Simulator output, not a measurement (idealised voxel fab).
Herein follows the process module entitled voxel trench capacitor.
Each square cell in cross-section cut measures 5 nm, and the section as a whole is 160 nm wide.
Cross-sections here: square-cell grids, written as top-down lists of bands, a band being one or more rows of cells. Quick guide to a band line: top height, bottom height (nm) up front; then every material left to right with its width in nm. Only one material and it's marked "full width"? Then it fills the band edge to edge. And "air" just means empty space. Height reference: 0 = level under which incoming wafer is all one material. Lowest band: no bottom, runs on downward, e.g. "from 0 down". A width such as "30 to 40" changes by the same amount from each row of cells to the next, from the band's top row to its bottom row. "stayed the same" after a step means that no cell of the cross-section changed. "Sealed internal voids": empty spaces of 8 cells or more with no open way to the top, each given as width x height at distance, distance from the left edge, all in nm. The remark found on a step's line after its settings is issued by the simulator itself and pertains to that step. overlay nm: on a step with a mask, how far right of its planned place the mask lay; negative means left.
[Here's what the planned process steps look like]
1. RECEIVE with material Si
2. CONFORMAL_DEP with material SiN, thk nm 5
3. PATTERN with tone open, mask id TRENCH, material resist, width nm 25, pitch nm 40, thk nm 15, overlay nm -15
4. DIRECTIONAL_ETCH with etch materials SiN, depth nm 5
5. DIRECTIONAL_ETCH with etch materials Si, depth nm 25
6. STRIP with etch materials resist
7. CONFORMAL_DEP with material Al2O3, thk nm 5
8. CONFORMAL_DEP with material TiN, thk nm 5
9. FILL_DEP with material W, thk nm 5
10. CMP with height nm 5
For this document, wafers share an identical start and vary in the step 3 overlay nm; the plan quotes the first wafer's value.
[Received wafers, first of several: cross-section after step 1]
- from 0 down: Si full width
- Sealed internal voids: none
[Note: the following table is arranged by wafer, a row apiece. Each row reports the end-of-module state: per material, cells gained (+) or cells lost (-) compared with the wafer as received; closed voids follow]
overlay nm -15 | +30 Al2O3 | -50 Si | +22 SiN | +22 TiN | +8 W | Sealed internal voids: none
overlay nm -10 | +30 Al2O3 | -50 Si | +22 SiN | +22 TiN | +8 W | Sealed internal voids: none
overlay nm -5 | +30 Al2O3 | -50 Si | +22 SiN | +22 TiN | +8 W | Sealed internal voids: none
overlay nm 0 | +30 Al2O3 | -50 Si | +22 SiN | +22 TiN | +8 W | Sealed internal voids: none
overlay nm 5 | +30 Al2O3 | -50 Si | +22 SiN | +22 TiN | +8 W | Sealed internal voids: none
overlay nm 10 | +30 Al2O3 | -50 Si | +22 SiN | +22 TiN | +8 W | Sealed internal voids: none
overlay nm 15 | +30 Al2O3 | -50 Si | +22 SiN | +22 TiN | +8 W | Sealed internal voids: none
